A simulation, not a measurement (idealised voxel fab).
This section sets out a process module, namely voxel self aligned contacts.
Pictured: cross-section cut, 240 nm wide, on a grid of 5 nm square cells.
Heads up, the way a cross-section reads in here is a grid of square cells, handed over as bands from the top down, with every band being one or more rows of cells. In this notation a band is specified by the heights of its top and bottom, in that order and in nm, after which its materials appear from left to right, each paired with its width in nm. The word "edge to edge" attached to a single material means that material fills the band from edge to edge; the word "empty" stands for empty space. Note: height 0 marks the level under which the wafer is uniformly one material as received. Lowest band unbounded below, written "0 nm and below". Think of "30..40" as a width that walks from the first number to the second as you go down the band, top row to bottom row, taking equal-sized steps from row to row. The designation "changes: none", where it is given for a processing step, indicates that no cell of the cross-section was altered in the course of that step. Closed-off voids of 8+ cells (no open route to the top) go in "Sealed voids", written width x height at distance from the left edge, in nm. Formally, on a step line, whatever follows the settings is a remark that the simulator itself makes on the step. overlay nm, on a step with a mask: how far to the right of its planned place the mask lay; to the left if negative.

Set out below are the planned steps of the process
1,RECEIVE | material Si
2,OXIDIZE | depth nm 5
3,DIRECTIONAL_DEP | material polySi | thk nm 30
4,DIRECTIONAL_DEP | material SiN | thk nm 15
5,MASKED_ETCH | tone cover | mask id GATE | width nm 30 | pitch nm 60 | etch materials SiN | depth nm 15 | overlay nm 0
6,MASKED_ETCH | tone cover | mask id GATE | width nm 30 | pitch nm 60 | etch materials polySi | depth nm 30 | overlay nm 0
7,CONFORMAL_DEP | material SiN | thk nm 5
8,DIRECTIONAL_ETCH | etch materials SiN | depth nm 5
9,FILL_DEP | material SiO2 | thk nm 20
10,CMP | height nm 55
11,DIRECTIONAL_DEP | material aC | thk nm 15
12,PATTERN | tone open | mask id CONTACT | material resist | width nm 40 | thk nm 30 | overlay nm 0
13,DIRECTIONAL_ETCH | etch materials aC | depth nm 15
14,STRIP | etch materials resist
15,DIRECTIONAL_ETCH | etch materials SiO2 | depth nm 60
16,STRIP | etch materials aC
17,CONFORMAL_DEP | material TiN | thk nm 5
18,FILL_DEP | material Ru | thk nm 5
19,CMP | height nm 55
20,CONFORMAL_DEP | material SiCN | thk nm 5

Run as planned: first of two wafers

Step 1 complete: cross-section of the wafer as received
    0 nm and below | Si edge to edge
    Sealed voids: none

Step 2 done - wafer cross-section
    0 nm to -5 nm | SiO2 edge to edge
    Heights below -5 show no change.

Step 3 done - wafer cross-section
    30 nm to 0 nm | polySi edge to edge
    Heights below 0 show no change.

Step 4 done - wafer cross-section
    45 nm to 30 nm | SiN edge to edge
    Heights below 30 show no change.

Step 5 done - wafer cross-section
    45 nm to 30 nm | empty 75 | SiN 30 | empty 30 | SiN 30 | empty 75
    Heights below 30 show no change.

Step 6 done - wafer cross-section
    45 nm to 30 nm | empty 75 | SiN 30 | empty 30 | SiN 30 | empty 75
    30 nm to 0 nm | empty 75 | polySi 30 | empty 30 | polySi 30 | empty 75
    Heights below 0 show no change.

Step 7 done - wafer cross-section
    50 nm to 30 nm | empty 70 | SiN 40 | empty 20 | SiN 40 | empty 70
    30 nm to 5 nm | empty 70 | SiN 5 | polySi 30 | SiN 5 | empty 20 | SiN 5 | polySi 30 | SiN 5 | empty 70
    5 nm to 0 nm | SiN 75 | polySi 30 | SiN 30 | polySi 30 | SiN 75
    Heights below 0 show no change.

Step 8 done - wafer cross-section
    45 nm to 30 nm | empty 70 | SiN 40 | empty 20 | SiN 40 | empty 70
    30 nm to 0 nm | empty 70 | SiN 5 | polySi 30 | SiN 5 | empty 20 | SiN 5 | polySi 30 | SiN 5 | empty 70
    Heights below 0 show no change.

Step 9 done - wafer cross-section
    65 nm to 45 nm | SiO2 edge to edge
    45 nm to 30 nm | SiO2 70 | SiN 40 | SiO2 20 | SiN 40 | SiO2 70
    30 nm to 0 nm | SiO2 70 | SiN 5 | polySi 30 | SiN 5 | SiO2 20 | SiN 5 | polySi 30 | SiN 5 | SiO2 70
    Heights below 0 show no change.

Step 10 done - wafer cross-section
    55 nm to 45 nm | SiO2 edge to edge
    Heights below 45 show no change.

Step 11 done - wafer cross-section
    70 nm to 55 nm | aC edge to edge
    Heights below 55 show no change.

Step 12 done - wafer cross-section
    100 nm to 70 nm | resist 100 | empty 40 | resist 100
    Heights below 70 show no change.

Step 13 done - wafer cross-section
    85 nm to 70 nm | resist 100 | empty 40 | resist 100
    70 nm to 55 nm | aC 100 | empty 40 | aC 100
    Heights below 55 show no change.

Step 14 done - wafer cross-section
    70 nm to 55 nm | aC 100 | empty 40 | aC 100
    Heights below 55 show no change.

Step 15 done - wafer cross-section
    70 nm to 55 nm | aC 100 | empty 40 | aC 100
    55 nm to 45 nm | SiO2 100 | empty 40 | SiO2 100
    45 nm to 30 nm | SiO2 70 | SiN 40 | empty 20 | SiN 40 | SiO2 70
    30 nm to 0 nm | SiO2 70 | SiN 5 | polySi 30 | SiN 5 | empty 20 | SiN 5 | polySi 30 | SiN 5 | SiO2 70
    0 nm to -5 nm | SiO2 110 | empty 20 | SiO2 110
    Heights below -5 show no change.

Step 16 done - wafer cross-section
    55 nm to 45 nm | SiO2 100 | empty 40 | SiO2 100
    Heights below 45 show no change.

Step 17 done - wafer cross-section
    60 nm to 55 nm | TiN 105 | empty 30 | TiN 105
    55 nm to 45 nm | SiO2 100 | TiN 5..15 | empty 30..10 | TiN 5..15 | SiO2 100
    45 nm to 30 nm | SiO2 70 | SiN 40 | TiN 5 | empty 10 | TiN 5 | SiN 40 | SiO2 70
    30 nm to 0 nm | SiO2 70 | SiN 5 | polySi 30 | SiN 5 | TiN 5 | empty 10 | TiN 5 | SiN 5 | polySi 30 | SiN 5 | SiO2 70
    0 nm to -5 nm | SiO2 110 | TiN 20 | SiO2 110
    Heights below -5 show no change.

Step 18 done - wafer cross-section
    65 nm to 60 nm | Ru edge to edge
    60 nm to 55 nm | TiN 105 | Ru 30 | TiN 105
    55 nm to 45 nm | SiO2 100 | TiN 5..15 | Ru 30..10 | TiN 5..15 | SiO2 100
    45 nm to 30 nm | SiO2 70 | SiN 40 | TiN 5 | Ru 10 | TiN 5 | SiN 40 | SiO2 70
    30 nm to 0 nm | SiO2 70 | SiN 5 | polySi 30 | SiN 5 | TiN 5 | Ru 10 | TiN 5 | SiN 5 | polySi 30 | SiN 5 | SiO2 70
    Heights below 0 show no change.

Step 19 done - wafer cross-section
    55 nm to 45 nm | SiO2 100 | TiN 5..15 | Ru 30..10 | TiN 5..15 | SiO2 100
    Heights below 45 show no change.

Step 20 done - wafer cross-section
    60 nm to 55 nm | SiCN edge to edge
    Heights below 55 show no change.

Wafer two. Identical start, identical plan. One mistake in execution. Identical history through step 6

What the second wafer looks like in cross-section when step 7 should have wrapped up: changes: none

What the second wafer looks like in cross-section when step 8 should have wrapped up
    40 nm to 30 nm | empty 75 | SiN 30 | empty 30 | SiN 30 | empty 75
    Heights below 30 show no change.

What the second wafer looks like in cross-section when step 9 should have wrapped up
    60 nm to 40 nm | SiO2 edge to edge
    40 nm to 30 nm | SiO2 75 | SiN 30 | SiO2 30 | SiN 30 | SiO2 75
    30 nm to 0 nm | SiO2 75 | polySi 30 | SiO2 30 | polySi 30 | SiO2 75
    Heights below 0 show no change.

What the second wafer looks like in cross-section when step 10 should have wrapped up
    55 nm to 40 nm | SiO2 edge to edge
    Heights below 40 show no change.

What the second wafer looks like in cross-section when step 11 should have wrapped up
    70 nm to 55 nm | aC edge to edge
    Heights below 55 show no change.

What the second wafer looks like in cross-section when step 12 should have wrapped up
    100 nm to 70 nm | resist 100 | empty 40 | resist 100
    Heights below 70 show no change.

What the second wafer looks like in cross-section when step 13 should have wrapped up
    85 nm to 70 nm | resist 100 | empty 40 | resist 100
    70 nm to 55 nm | aC 100 | empty 40 | aC 100
    Heights below 55 show no change.

What the second wafer looks like in cross-section when step 14 should have wrapped up
    70 nm to 55 nm | aC 100 | empty 40 | aC 100
    Heights below 55 show no change.

What the second wafer looks like in cross-section when step 15 should have wrapped up
    70 nm to 55 nm | aC 100 | empty 40 | aC 100
    55 nm to 40 nm | SiO2 100 | empty 40 | SiO2 100
    40 nm to 30 nm | SiO2 75 | SiN 30 | empty 30 | SiN 30 | SiO2 75
    30 nm to 0 nm | SiO2 75 | polySi 30 | empty 30 | polySi 30 | SiO2 75
    0 nm to -5 nm | SiO2 105 | empty 30 | SiO2 105
    Heights below -5 show no change.

What the second wafer looks like in cross-section when step 16 should have wrapped up
    55 nm to 40 nm | SiO2 100 | empty 40 | SiO2 100
    Heights below 40 show no change.

What the second wafer looks like in cross-section when step 17 should have wrapped up
    60 nm to 55 nm | TiN 105 | empty 30 | TiN 105
    55 nm to 45 nm | SiO2 100 | TiN 5 | empty 30 | TiN 5 | SiO2 100
    45 nm to 40 nm | SiO2 100 | TiN 10 | empty 20 | TiN 10 | SiO2 100
    40 nm to 30 nm | SiO2 75 | SiN 30 | TiN 5 | empty 20 | TiN 5 | SiN 30 | SiO2 75
    30 nm to 0 nm | SiO2 75 | polySi 30 | TiN 5 | empty 20 | TiN 5 | polySi 30 | SiO2 75
    0 nm to -5 nm | SiO2 105 | TiN 30 | SiO2 105
    Heights below -5 show no change.

What the second wafer looks like in cross-section when step 18 should have wrapped up
    65 nm to 60 nm | Ru edge to edge
    60 nm to 55 nm | TiN 105 | Ru 30 | TiN 105
    55 nm to 45 nm | SiO2 100 | TiN 5 | Ru 30 | TiN 5 | SiO2 100
    45 nm to 40 nm | SiO2 100 | TiN 10 | Ru 20 | TiN 10 | SiO2 100
    40 nm to 30 nm | SiO2 75 | SiN 30 | TiN 5 | Ru 20 | TiN 5 | SiN 30 | SiO2 75
    30 nm to 0 nm | SiO2 75 | polySi 30 | TiN 5 | Ru 20 | TiN 5 | polySi 30 | SiO2 75
    Heights below 0 show no change.

What the second wafer looks like in cross-section when step 19 should have wrapped up
    55 nm to 45 nm | SiO2 100 | TiN 5 | Ru 30 | TiN 5 | SiO2 100
    Heights below 45 show no change.

What the second wafer looks like in cross-section when step 20 should have wrapped up
    60 nm to 55 nm | SiCN edge to edge
    Heights below 55 show no change.
Nonconformance to the process plan: step 7 was left out
Cell-count delta at end, second wafer over first, by material: +22 Ru; -48 SiN; +26 SiO2
